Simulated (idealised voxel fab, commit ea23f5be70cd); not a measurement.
voxel wiring stack: a process module
Xsec cut, 280 nm wide, square cell size 5 nm.
Cross-section = grid of square cells, listed top down in bands; band = one or more rows. The band entry comprises the height of the band's top followed by the height of its bottom, expressed in nm, and subsequently the band's materials from left to right, each stated together with its width in nm. Where a single material is marked with the word "edge to edge", that material fills the band from edge to edge. The word "air" represents empty space. Heights from 0 (as-received wafer is one material below). Bottom band endless downward, as "0 -> down". The notation "30..40" denotes a width that varies across the rows of cells in the band, beginning at the first number in the top row, finishing at the second number in the bottom row, and changing by an identical amount from each row to the next. What does "remained the same" mean for a step? It means no cell of the cross-section changed in that step. Empty spaces without an open route to the top, at least 8 cells in extent, make up the entry "Entrapped void list"; each is given as width x height at distance, where the distance is measured from the left edge, and all are in nm. It should be noted that, on the line of a given step, the content following the step's settings is a remark produced by the simulator itself with respect to that step. "overlay nm" on a masked step: distance the mask lay right of its planned place, negative for left.
This section lists the process steps that were planned:
1: op RECEIVE | material Si
2: op CONFORMAL_DEP | material SiO2 | thk nm 10
3: op DIRECTIONAL_DEP | material TiN | thk nm 5
4: op DIRECTIONAL_DEP | material W | thk nm 15
5: op PATTERN | tone cover | mask id METAL_1 | material resist | width nm 30 | pitch nm 55 | thk nm 15 | overlay nm 0
6: op DIRECTIONAL_ETCH | etch materials W | depth nm 15
7: op DIRECTIONAL_ETCH | etch materials TiN | depth nm 5
8: op STRIP | etch materials resist
9: op FILL_DEP | material SiO2 | thk nm 10
10: op CMP | height nm 30
11: op CONFORMAL_DEP | material SiCN | thk nm 5
12: op DIRECTIONAL_DEP | material lowk | thk nm 20
13: op PATTERN | tone open | mask id PLUG_1 | material resist | width nm 15 | pitch nm 55 | thk nm 15 | overlay nm 0
14: op DIRECTIONAL_ETCH | etch materials lowk | depth nm 20
15: op DIRECTIONAL_ETCH | etch materials SiCN | depth nm 5
16: op STRIP | etch materials resist
17: op CONFORMAL_DEP | material TiN | thk nm 5
18: op FILL_DEP | material Ru | thk nm 5
19: op CMP | height nm 55
20: op DIRECTIONAL_DEP | material TiN | thk nm 5
21: op DIRECTIONAL_DEP | material Ru | thk nm 15
22: op PATTERN | tone cover | mask id METAL_2 | material resist | width nm 30 | pitch nm 55 | thk nm 20 | overlay nm 0
23: op DIRECTIONAL_ETCH | etch materials Ru | depth nm 15
24: op DIRECTIONAL_ETCH | etch materials TiN | depth nm 5
25: op STRIP | etch materials resist
26: op CONFORMAL_DEP | material SiCN | thk nm 5
27: op FILL_DEP | material SiO2 | thk nm 5
28: op CMP | height nm 75
29: op CONFORMAL_DEP | material SiN | thk nm 5
Cross-section of the wafer upon arrival, representing the state reached after step 1:
  0 -> down | Si edge to edge
  Entrapped void list: none
End-of-module cross-section. Starting structure and process plan as above; one mistake made in running it:
  80 -> 75 | SiN edge to edge
  75 -> 60 | SiO2 90 nm  SiCN 5 nm  Ru 30 nm  SiCN 5 nm  SiO2 15 nm  SiCN 5 nm  Ru 30 nm  SiCN 5 nm  SiO2 95 nm
  60 -> 55 | SiCN 95 nm  TiN 30 nm  SiCN 25 nm  TiN 30 nm  SiCN 100 nm
  55 -> 35 | lowk 95 nm  TiN 5 nm  Ru 5 nm  TiN 5 nm  lowk 40 nm  TiN 5 nm  Ru 5 nm  TiN 5 nm  lowk 115 nm
  35 -> 30 | SiCN 95 nm  TiN 15 nm  SiCN 40 nm  TiN 15 nm  SiCN 115 nm
  30 -> 15 | Ru 95 nm  W 30 nm  Ru 25 nm  W 30 nm  Ru 100 nm
  15 -> 10 | Ru 95 nm  TiN 30 nm  Ru 25 nm  TiN 30 nm  Ru 100 nm
  10 -> 0 | SiO2 edge to edge
  0 -> down | Si edge to edge
  Entrapped void list: none
Which mistake was made when the wafer was run? step 9 ran as: op FILL_DEP | material Ru | thk nm 10
